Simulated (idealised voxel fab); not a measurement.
process module | voxel transistor to metal
cross-section cut | 270 nm wide | cells 5 nm
A cross-section is a grid of square cells, given in bands from the top down. A band is one or more rows of cells.
Each band's line starts with the height of the band's top and of its bottom, in nm. Then come its materials from left to right, each with its width in nm. One material with "throughout" fills the band from edge to edge. "air" is empty space.
Height 0 is the level under which the wafer as received is all one material. The lowest band goes on downwards, as in "0 down".
A width such as "30 to 40" changes by the same amount from each row of cells to the next, from the band's top row to its bottom row.
"no change" after a step means that no cell of the cross-section changed.
closed voids: empty space of 8 cells or more with no open way to the top, each as width x height at its distance from the left edge, in nm
after a step's settings: what the simulator itself notes on the step
overlay nm, on a step with a mask: how far to the right of its planned place the mask lay; to the left if negative
plan
1 op RECEIVE | material Si
2 op OXIDIZE | depth nm 5
3 op CONFORMAL_DEP | material SiN | thk nm 15
4 op DIRECTIONAL_DEP | material aC | thk nm 10
5 op PATTERN | tone cover | mask id ACTIVE | material resist | width nm 105 | pitch nm 135 | thk nm 30 | overlay nm 0
6 op DIRECTIONAL_ETCH | etch materials aC | depth nm 10
7 op STRIP | etch materials resist
8 op DIRECTIONAL_ETCH | etch materials SiN | depth nm 15
9 op DIRECTIONAL_ETCH | etch materials SiO2 | depth nm 5
10 op DIRECTIONAL_ETCH | etch materials Si | depth nm 35
11 op STRIP | etch materials aC
12 op OXIDIZE | depth nm 5
13 op FILL_DEP | material SiO2 | thk nm 15
14 op CMP | height nm 15
15 op SELECTIVE_ETCH | etch materials SiO2 | depth nm 15
16 op STRIP | etch materials SiN
17 op SELECTIVE_ETCH | etch materials SiO2 | depth nm 5
18 op OXIDIZE | depth nm 5
19 op DIRECTIONAL_DEP | material polySi | thk nm 25
20 op DIRECTIONAL_DEP | material SiCN | thk nm 10
21 op PATTERN | tone cover | mask id GATE | material resist | width nm 25 | pitch nm 135 | thk nm 15 | overlay nm 0
22 op DIRECTIONAL_ETCH | etch materials SiCN | depth nm 20
23 op DIRECTIONAL_ETCH | etch materials polySi | depth nm 35
24 op STRIP | etch materials resist
25 op CONFORMAL_DEP | material SiO2 | thk nm 5
26 op DIRECTIONAL_ETCH | etch materials SiO2 | depth nm 5
27 op CONFORMAL_DEP | material SiN | thk nm 5
28 op DIRECTIONAL_ETCH | etch materials SiN | depth nm 5
29 op DIRECTIONAL_ETCH | etch materials SiO2 | depth nm 5
30 op DIRECTIONAL_ETCH | etch materials Si | depth nm 10
31 op EPI | material pSi | thk nm 15
32 op FILL_DEP | material SiO2 | thk nm 5
33 op CMP | height nm 30
34 op DIRECTIONAL_DEP | material SiO2 | thk nm 10
35 op MASKED_ETCH | tone open | mask id CONTACT | width nm 15 | etch materials SiO2 | depth nm 45 | overlay nm 0
36 op CONFORMAL_DEP | material TiN | thk nm 5
37 op FILL_DEP | material W | thk nm 10
38 op CMP | height nm 40
39 op DIRECTIONAL_DEP | material TiN | thk nm 5
40 op DIRECTIONAL_DEP | material W | thk nm 25
41 op PATTERN | tone cover | mask id METAL_1 | material resist | width nm 15 | thk nm 20 | overlay nm 0
42 op DIRECTIONAL_ETCH | etch materials W | depth nm 25
43 op DIRECTIONAL_ETCH | etch materials TiN | depth nm 5
44 op STRIP | etch materials resist
45 op CONFORMAL_DEP | material SiCN | thk nm 5
46 op FILL_DEP | material SiO2 | thk nm 5
47 op CMP | height nm 70
48 op CONFORMAL_DEP | material SiCN | thk nm 5
as received, after step 1
  0 down: Si throughout
  closed voids: none
first wafer at the end, as planned
  75 to 70: SiCN throughout
  70 to 45: SiO2 15 | SiCN 5 | W 15 | SiCN 5 | SiO2 55 | SiCN 5 | W 15 | SiCN 5 | SiO2 30 | SiCN 5 | W 15 | SiCN 5 | SiO2 55 | SiCN 5 | W 15 | SiCN 5 | SiO2 15
  45 to 40: SiCN 20 | TiN 15 | SiCN 65 | TiN 15 | SiCN 40 | TiN 15 | SiCN 65 | TiN 15 | SiCN 20
  40 to 30: SiO2 20 | TiN 5 | W 5 | TiN 5 | SiO2 65 | TiN 5 | W 5 | TiN 5 | SiO2 40 | TiN 5 | W 5 | TiN 5 | SiO2 65 | TiN 5 | W 5 | TiN 5 | SiO2 20
  30 to 20: SiO2 20 | TiN 5 | W 5 | TiN 5 | SiO2 10 | SiN 5 | SiO2 5 | SiCN 25 | SiO2 5 | SiN 5 | SiO2 10 | TiN 5 | W 5 | TiN 5 | SiO2 40 | TiN 5 | W 5 | TiN 5 | SiO2 10 | SiN 5 | SiO2 5 | SiCN 25 | SiO2 5 | SiN 5 | SiO2 10 | TiN 5 | W 5 | TiN 5 | SiO2 20
  20 to 10: SiO2 20 | TiN 5 | W 5 | TiN 5 | SiO2 10 | SiN 5 | SiO2 5 | polySi 25 | SiO2 5 | SiN 5 | SiO2 10 | TiN 5 | W 5 | TiN 5 | SiO2 40 | TiN 5 | W 5 | TiN 5 | SiO2 10 | SiN 5 | SiO2 5 | polySi 25 | SiO2 5 | SiN 5 | SiO2 10 | TiN 5 | W 5 | TiN 5 | SiO2 20
  10 to 5: SiO2 20 | TiN 15 | SiO2 10 | SiN 5 | SiO2 5 | polySi 25 | SiO2 5 | SiN 5 | SiO2 10 | TiN 15 | SiO2 40 | TiN 15 | SiO2 10 | SiN 5 | SiO2 5 | polySi 25 | SiO2 5 | SiN 5 | SiO2 10 | TiN 15 | SiO2 20
  5 to -5: SiO2 20 | TiN 10 | pSi 15 | SiN 5 | SiO2 5 | polySi 25 | SiO2 5 | SiN 5 | pSi 15 | TiN 10 | SiO2 40 | TiN 10 | pSi 15 | SiN 5 | SiO2 5 | polySi 25 | SiO2 5 | SiN 5 | pSi 15 | TiN 10 | SiO2 20
  -5 to -10: SiO2 15 | pSi 30 | SiO2 45 | pSi 30 | SiO2 30 | pSi 30 | SiO2 45 | pSi 30 | SiO2 15
  -10 to -20: SiO2 20 | pSi 25 | Si 45 | pSi 25 | SiO2 40 | pSi 25 | Si 45 | pSi 25 | SiO2 20
  -20 to -45: SiO2 20 | Si 95 | SiO2 40 | Si 95 | SiO2 20
  -45 down: Si throughout
  closed voids: none
second wafer at the end: like start, like plan, one mistake
  75 to 70: SiCN throughout
  70 to 45: SiO2 15 | SiCN 5 | W 15 | SiCN 5 | SiO2 55 | SiCN 5 | W 15 | SiCN 5 | SiO2 30 | SiCN 5 | W 15 | SiCN 5 | SiO2 55 | SiCN 5 | W 15 | SiCN 5 | SiO2 15
  45 to 40: SiCN 20 | TiN 15 | SiCN 65 | TiN 15 | SiCN 40 | TiN 15 | SiCN 65 | TiN 15 | SiCN 20
  40 to 30: SiO2 20 | TiN 5 | W 5 | TiN 5 | SiO2 65 | TiN 5 | W 5 | TiN 5 | SiO2 40 | TiN 5 | W 5 | TiN 5 | SiO2 65 | TiN 5 | W 5 | TiN 5 | SiO2 20
  30 to 20: SiO2 20 | TiN 5 | W 5 | TiN 5 | SiO2 15 | SiN 5 | SiCN 25 | SiN 5 | SiO2 15 | TiN 5 | W 5 | TiN 5 | SiO2 40 | TiN 5 | W 5 | TiN 5 | SiO2 15 | SiN 5 | SiCN 25 | SiN 5 | SiO2 15 | TiN 5 | W 5 | TiN 5 | SiO2 20
  20 to 5: SiO2 20 | TiN 5 | W 5 | TiN 5 | SiO2 15 | SiN 5 | polySi 25 | SiN 5 | SiO2 15 | TiN 5 | W 5 | TiN 5 | SiO2 40 | TiN 5 | W 5 | TiN 5 | SiO2 15 | SiN 5 | polySi 25 | SiN 5 | SiO2 15 | TiN 5 | W 5 | TiN 5 | SiO2 20
  5 to 0: SiO2 20 | TiN 5 | W 5 | TiN 5 | pSi 15 | SiN 5 | polySi 25 | SiN 5 | pSi 15 | TiN 5 | W 5 | TiN 5 | SiO2 40 | TiN 5 | W 5 | TiN 5 | pSi 15 | SiN 5 | polySi 25 | SiN 5 | pSi 15 | TiN 5 | W 5 | TiN 5 | SiO2 20
  0 to -5: SiO2 20 | TiN 15 | pSi 15 | SiN 5 | polySi 25 | SiN 5 | pSi 15 | TiN 15 | SiO2 40 | TiN 15 | pSi 15 | SiN 5 | polySi 25 | SiN 5 | pSi 15 | TiN 15 | SiO2 20
  -5 to -10: SiO2 10 | pSi 40 | SiN 5 | SiO2 25 | SiN 5 | pSi 40 | SiO2 20 | pSi 40 | SiN 5 | SiO2 25 | SiN 5 | pSi 40 | SiO2 10
  -10 to -20: SiO2 10 to 20 | pSi 40 to 30 | Si 35 | pSi 40 to 30 | SiO2 20 to 40 | pSi 40 to 30 | Si 35 | pSi 40 to 30 | SiO2 10 to 20
  -20 to -45: SiO2 20 | Si 95 | SiO2 40 | Si 95 | SiO2 20
  -45 down: Si throughout
  closed voids: none
what went wrong: step 25 was left out
at the end the second wafer has, in cells: 8 fewer of Si | 4 more of SiN | 28 fewer of SiO2 | 8 more of W | 24 more of pSi
